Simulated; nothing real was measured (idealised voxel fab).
This section sets out a process module, namely voxel ribs on slabs.
Section cut is 280 nm wide and gridded with 5 nm square cells.
A cross-section is a grid of square cells, given in bands from the top down. A band is one or more rows of cells.
Band entry format. Leading values: height of top, height of bottom, nm. Remainder: materials in left-to-right order, each with its width in nm. Special words: "throughout" on a single material, which then fills the band edge to edge; "blank", empty space.
Below 0: as-received wafer, all one material; heights counted from there. Lowest band: no bottom, goes on down, written "from 0 down".
Read "30..40" as a graded width: first number on top, second number at the bottom, same change between each pair of neighbouring rows.
Step note "nothing got changed" = no cross-section cell changed.
The list in "Closed cavities" covers empty spaces of 8 cells or more that cannot reach the top through any open way, and it gives each as width x height at distance; the distance is from the left edge, and width, height and distance are in nm.
What comes after the settings on a step's line is commentary from the simulator itself on that step.
The "overlay nm" setting may appear on a step's line; for a step that uses a mask, it gives how far to the right of its planned position the mask lay, and a negative value indicates the left.

### Set out below are the planned steps of the process
1 RECEIVE: material Si
2 DIRECTIONAL_DEP: material SiO2, thk nm 30
3 DIRECTIONAL_DEP: material polySi, thk nm 20
4 DIRECTIONAL_DEP: material aC, thk nm 15
5 PATTERN: tone cover, mask id RIB, material resist, width nm 30, thk nm 30, overlay nm 0
6 DIRECTIONAL_ETCH: etch materials aC, depth nm 15
7 STRIP: etch materials resist
8 DIRECTIONAL_ETCH: etch materials polySi, depth nm 15
9 STRIP: etch materials aC
10 DIRECTIONAL_DEP: material aC, thk nm 15
11 PATTERN: tone cover, mask id SLAB, material resist, width nm 70, thk nm 30, overlay nm 0
12 DIRECTIONAL_ETCH: etch materials aC, depth nm 15
13 STRIP: etch materials resist
14 DIRECTIONAL_ETCH: etch materials polySi, depth nm 5
15 STRIP: etch materials aC
16 FILL_DEP: material SiO2, thk nm 30
17 CMP: height nm 70
18 DIRECTIONAL_DEP: material TiN, thk nm 10
19 DIRECTIONAL_DEP: material aC, thk nm 15
20 PATTERN: tone cover, mask id HEATER, material resist, width nm 40, thk nm 35, overlay nm 0
21 DIRECTIONAL_ETCH: etch materials aC, depth nm 15
22 STRIP: etch materials resist
23 DIRECTIONAL_ETCH: etch materials TiN, depth nm 10
24 STRIP: etch materials aC
25 CONFORMAL_DEP: material SiO2, thk nm 5

### Cross-sectional view of the wafer in its as-received condition, corresponding to the state after step 1
  from 0 down = Si throughout
  Closed cavities: none

### Cross-sectional result after module completion. Note: starting condition and plan are unchanged from above; one processing mistake was made
  from 80 to 70 = 120 of blank / 40 of TiN / 120 of blank
  from 70 to 50 = SiO2 throughout
  from 50 to 35 = 125 of SiO2 / 30 of polySi / 125 of SiO2
  from 35 to 30 = 105 of SiO2 / 70 of polySi / 105 of SiO2
  from 30 to 0 = SiO2 throughout
  from 0 down = Si throughout
  Closed cavities: none
So what did we get wrong on this run? yeah, step 25 of the plan got skipped, never ran
